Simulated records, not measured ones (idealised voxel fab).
Module name: voxel self aligned contacts (process module)
Pictured: cross-section cut, 170 nm wide, on a grid of 5 nm square cells.
Reading order for cross-sections: top band down to bottom band. Underlying form: a grid of square cells. Band size: one or more rows of cells.
Look at the band entry: it leads with the top's height and the bottom's height in nm. Then it lists the materials left to right, with a width in nm for each. The word "all across" on a single material says that material fills the band edge to edge. The word "empty" is empty space.
Heads up on the height convention: 0 is the point under which the incoming wafer is all one material, and the lowest band has no bottom, it just keeps going down, like "0 -> down".
Think of "30->40" as a width that walks from the first number to the second as you go down the band, top row to bottom row, taking equal-sized steps from row to row.
Where a step carries "no change occurred", the cross-section came out of it unchanged, cell for cell.
What "Enclosed cavity list" gives you is every empty space of 8 cells or more that is cut off from the top. Each appears as width x height at distance, with the distance taken from the left edge and width, height and distance all in nm.
Where a step's line continues beyond its settings, the continuation is a remark by the simulator itself on that step.
When a step includes a mask, the "overlay nm" setting on its line states how far to the right of its planned place that mask lay, and negative values state how far to the left.
### Below is the list of planned process steps
1) RECEIVE with material Si
2) CONFORMAL_DEP with material SiO2, thk nm 5
3) DIRECTIONAL_DEP with material polySi, thk nm 30
4) DIRECTIONAL_DEP with material SiN, thk nm 15
5) MASKED_ETCH with tone cover, mask id GATE, width nm 25, pitch nm 50, etch materials SiN, depth nm 15, overlay nm 0
6) MASKED_ETCH with tone cover, mask id GATE, width nm 25, pitch nm 50, etch materials polySi, depth nm 30, overlay nm 0
7) CONFORMAL_DEP with material SiN, thk nm 5
8) DIRECTIONAL_ETCH with etch materials SiN, depth nm 5
9) FILL_DEP with material SiO2, thk nm 15
10) CMP with height nm 60
11) DIRECTIONAL_DEP with material aC, thk nm 10
12) PATTERN with tone open, mask id CONTACT, material resist, width nm 35, pitch nm 50, thk nm 30, overlay nm 0
13) DIRECTIONAL_ETCH with etch materials aC, depth nm 10
14) STRIP with etch materials resist
15) DIRECTIONAL_ETCH with etch materials SiO2, depth nm 60
16) STRIP with etch materials aC
17) CONFORMAL_DEP with material TiN, thk nm 5
18) FILL_DEP with material Ru, thk nm 5
19) CMP with height nm 60
20) CONFORMAL_DEP with material SiCN, thk nm 5
It is noted that the wafers described herein are identical at the outset and are distinguished by the thk nm of step 2; the value stated in the plan corresponds to the first wafer.
### Cross-section of the first of several wafers as received (after step 1)
0 -> down: Si all across
Enclosed cavity list: none
### first wafer at the end, after step 20
65 -> 60: SiCN all across
60 -> 50: SiO2 40 nm | TiN 5->15 nm | Ru 25->5 nm | TiN 5->15 nm | SiO2 15 nm | TiN 5->15 nm | Ru 25->5 nm | TiN 5->15 nm | SiO2 45 nm
50 -> 35: SiO2 15 nm | SiN 35 nm | TiN 5 nm | Ru 5 nm | TiN 5 nm | SiN 35 nm | TiN 5 nm | Ru 5 nm | TiN 5 nm | SiN 35 nm | SiO2 20 nm
35 -> 5: SiO2 15 nm | SiN 5 nm | polySi 25 nm | SiN 5 nm | TiN 5 nm | Ru 5 nm | TiN 5 nm | SiN 5 nm | polySi 25 nm | SiN 5 nm | TiN 5 nm | Ru 5 nm | TiN 5 nm | SiN 5 nm | polySi 25 nm | SiN 5 nm | SiO2 20 nm
5 -> 0: SiO2 50 nm | TiN 15 nm | SiO2 35 nm | TiN 15 nm | SiO2 55 nm
0 -> down: Si all across
Enclosed cavity list: none
### Cross-section, last wafer, module completion
65 -> 60: SiCN all across
60 -> 50: SiO2 15 nm | SiN 35 nm | TiN 5 nm | Ru 5 nm | TiN 5 nm | SiN 35 nm | TiN 5 nm | Ru 5 nm | TiN 5 nm | SiN 35 nm | SiO2 20 nm
50 -> 20: SiO2 15 nm | SiN 5 nm | polySi 25 nm | SiN 5 nm | TiN 5 nm | Ru 5 nm | TiN 5 nm | SiN 5 nm | polySi 25 nm | SiN 5 nm | TiN 5 nm | Ru 5 nm | TiN 5 nm | SiN 5 nm | polySi 25 nm | SiN 5 nm | SiO2 20 nm
20 -> 5: SiO2 50 nm | TiN 5 nm | Ru 5 nm | TiN 5 nm | SiO2 35 nm | TiN 5 nm | Ru 5 nm | TiN 5 nm | SiO2 55 nm
5 -> 0: SiO2 50 nm | TiN 15 nm | SiO2 35 nm | TiN 15 nm | SiO2 55 nm
0 -> down: Si all across
Enclosed cavity list: none
### wafer rows; end of module; cells per material since receipt: (+) gained, (-) lost; then closed voids
thk nm 5, +30 Ru, +34 SiCN, +99 SiN, +131 SiO2, +58 TiN, +90 polySi, Enclosed cavity list: none
thk nm 10, +22 Ru, +34 SiCN, +99 SiN, +139 SiO2, +58 TiN, +90 polySi, Enclosed cavity list: none
thk nm 15, +22 Ru, +34 SiCN, +99 SiN, +147 SiO2, +50 TiN, +90 polySi, Enclosed cavity list: none
thk nm 20, +22 Ru, +34 SiCN, +78 SiN, +168 SiO2, +50 TiN, +90 polySi, Enclosed cavity list: none
